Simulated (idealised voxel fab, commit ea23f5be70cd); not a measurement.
Herein follows the process module entitled voxel capacitor over wiring.
This is section cut - it's 220 nm across, gridded in 5 nm square cells.
How to read a cross-section here: the picture is a grid of square cells, written as bands going from the top down, and any band can span one or more rows of cells. What a band's entry tells you: where the top is and where the bottom is, as heights in nm, and after that what lies inside, material by material from left to right, each with its width in nm. Empty space is written as the word "blank", and a single material marked with the word "edge to edge" occupies the band from edge to edge. Heights are expressed relative to 0, this being the level below which the as-received wafer comprises one material exclusively. The lowest band is unbounded in the downward direction and is denoted as in "0 nm and below". The notation "30 to 40" denotes a width that varies across the rows of cells in the band, beginning at the first number in the top row, finishing at the second number in the bottom row, and changing by an identical amount from each row to the next. "identical to before", as given for a step, is the statement that not any cell of the cross-section underwent a change during that step. Empty spaces without an open route to the top, at least 8 cells in extent, make up the entry "Sealed internal cavities"; each is given as width x height at distance, where the distance is measured from the left edge, and all are in nm. Heads up: the bit after the settings on a step's line is the simulator's remark on that step. overlay nm: on a step with a mask, how far right of its planned place the mask lay; negative means left.
Here's what the planned process steps look like:
step 1: RECEIVE (material Si)
step 2: CONFORMAL_DEP (material SiO2; thk nm 15)
step 3: DIRECTIONAL_DEP (material TiN; thk nm 5)
step 4: DIRECTIONAL_DEP (material W; thk nm 15)
step 5: DIRECTIONAL_DEP (material aC; thk nm 15)
step 6: PATTERN (tone cover; mask id METAL_1; material resist; width nm 30; pitch nm 90; thk nm 30; overlay nm 0)
step 7: DIRECTIONAL_ETCH (etch materials aC; depth nm 15)
step 8: STRIP (etch materials resist)
step 9: DIRECTIONAL_ETCH (etch materials W; depth nm 15)
step 10: DIRECTIONAL_ETCH (etch materials TiN; depth nm 5)
step 11: STRIP (etch materials aC)
step 12: CONFORMAL_DEP (material SiN; thk nm 5)
step 13: FILL_DEP (material SiO2; thk nm 5)
step 14: CMP (height nm 35)
step 15: CONFORMAL_DEP (material SiCN; thk nm 5)
step 16: DIRECTIONAL_DEP (material SiO2; thk nm 15)
step 17: PATTERN (tone open; mask id PLUG_1; material resist; width nm 15; thk nm 15; overlay nm 0)
step 18: DIRECTIONAL_ETCH (etch materials SiO2; depth nm 15)
step 19: DIRECTIONAL_ETCH (etch materials SiCN; depth nm 5)
step 20: STRIP (etch materials resist)
step 21: CONFORMAL_DEP (material TiN; thk nm 5)
step 22: FILL_DEP (material Cu; thk nm 10)
step 23: CMP (height nm 55)
step 24: DIRECTIONAL_DEP (material TiN; thk nm 10)
step 25: DIRECTIONAL_DEP (material Al2O3; thk nm 5)
step 26: DIRECTIONAL_DEP (material TiN; thk nm 5)
step 27: PATTERN (tone cover; mask id UPPER_PLATE; material resist; width nm 65; thk nm 15; overlay nm 0)
step 28: DIRECTIONAL_ETCH (etch materials TiN; depth nm 5)
step 29: DIRECTIONAL_ETCH (etch materials Al2O3; depth nm 5)
step 30: STRIP (etch materials resist)
step 31: DIRECTIONAL_DEP (material aC; thk nm 10)
step 32: PATTERN (tone cover; mask id LOWER_PLATE; material resist; width nm 75; thk nm 25; overlay nm 0)
step 33: DIRECTIONAL_ETCH (etch materials aC; depth nm 10)
step 34: STRIP (etch materials resist)
step 35: DIRECTIONAL_ETCH (etch materials TiN; depth nm 10)
step 36: STRIP (etch materials aC)
step 37: FILL_DEP (material SiO2; thk nm 20)
step 38: CMP (height nm 90)
step 39: MASKED_ETCH (tone open; mask id PLUG_2; width nm 15; etch materials SiO2; depth nm 15; overlay nm 0)
step 40: CONFORMAL_DEP (material TiN; thk nm 5)
step 41: FILL_DEP (material W; thk nm 5)
step 42: CMP (height nm 90)
step 43: CONFORMAL_DEP (material SiCN; thk nm 5)
As received (post step 1): cross-section:
  0 nm and below  Si edge to edge
  Sealed internal cavities: none
Cross-section at module end, one run error; start and plan unchanged from above:
  95 nm to 90 nm  SiCN edge to edge
  90 nm to 80 nm  SiO2 75 / TiN 5 / W 5 / TiN 5 / SiO2 130
  80 nm to 75 nm  SiO2 75 / TiN 15 / SiO2 130
  75 nm to 70 nm  SiO2 edge to edge
  70 nm to 65 nm  SiO2 65 / TiN 65 / SiO2 90
  65 nm to 55 nm  SiO2 60 / TiN 75 / SiO2 85
  55 nm to 40 nm  SiO2 65 / TiN 5 / Cu 5 / TiN 5 / SiO2 140
  40 nm to 35 nm  SiCN 65 / TiN 15 / SiCN 140
  35 nm to 20 nm  SiO2 45 / SiN 5 / W 30 / SiN 5 / SiO2 50 / SiN 5 / W 30 / SiN 5 / SiO2 45
  20 nm to 15 nm  SiN 50 / TiN 30 / SiN 60 / TiN 30 / SiN 50
  15 nm to 0 nm  SiO2 edge to edge
  0 nm and below  Si edge to edge
  Sealed internal cavities: none
Short version of what went wrong: step 25 of the plan got skipped, so it never ran
